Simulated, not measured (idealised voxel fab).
process module | voxel ribs on slabs
cross-section cut | 260 nm wide | cells 5 nm
A cross-section is a grid of square cells, given in bands from the top down. A band is one or more rows of cells.
Each band's line starts with the height of the band's top and of its bottom, in nm. Then come its materials from left to right, each with its width in nm. One material with "throughout" fills the band from edge to edge. "air" is empty space.
Height 0 is the level under which the wafer as received is all one material. The lowest band goes on downwards, as in "0 down".
A width such as "30 to 40" changes by the same amount from each row of cells to the next, from the band's top row to its bottom row.
"no change" after a step means that no cell of the cross-section changed.
closed voids: empty space of 8 cells or more with no open way to the top, each as width x height at its distance from the left edge, in nm
after a step's settings: what the simulator itself notes on the step
overlay nm, on a step with a mask: how far to the right of its planned place the mask lay; to the left if negative
plan
1 op RECEIVE | material Si
2 op DIRECTIONAL_DEP | material SiO2 | thk nm 20
3 op DIRECTIONAL_DEP | material polySi | thk nm 25
4 op MASKED_ETCH | tone cover | mask id RIB | width nm 20 | etch materials polySi | depth nm 20 | overlay nm 0
5 op DIRECTIONAL_DEP | material aC | thk nm 15
6 op PATTERN | tone cover | mask id SLAB | material resist | width nm 60 | thk nm 35 | overlay nm 0
7 op DIRECTIONAL_ETCH | etch materials aC | depth nm 15
8 op STRIP | etch materials resist
9 op DIRECTIONAL_ETCH | etch materials polySi | depth nm 5
10 op STRIP | etch materials aC
11 op FILL_DEP | material SiO2 | thk nm 15
12 op CMP | height nm 55
13 op DIRECTIONAL_DEP | material TiN | thk nm 5
14 op DIRECTIONAL_DEP | material aC | thk nm 10
15 op PATTERN | tone cover | mask id HEATER | material resist | width nm 30 | thk nm 30 | overlay nm 0
16 op DIRECTIONAL_ETCH | etch materials aC | depth nm 10
17 op STRIP | etch materials resist
18 op DIRECTIONAL_ETCH | etch materials TiN | depth nm 5
19 op STRIP | etch materials aC
20 op CONFORMAL_DEP | material SiN | thk nm 10
as received, after step 1
  0 down: Si throughout
  closed voids: none
a wafer at the end: this start, this plan, one mistake
  70 to 65: air 105 | SiN 50 | air 105
  65 to 60: SiN throughout
  60 to 55: SiN 115 | TiN 30 | SiN 115
  55 to 45: SiO2 120 | polySi 20 | SiO2 120
  45 to 40: SiO2 100 | polySi 60 | SiO2 100
  40 to 0: SiO2 throughout
  0 down: Si throughout
  closed voids: none
what went wrong: step 2 was run twice
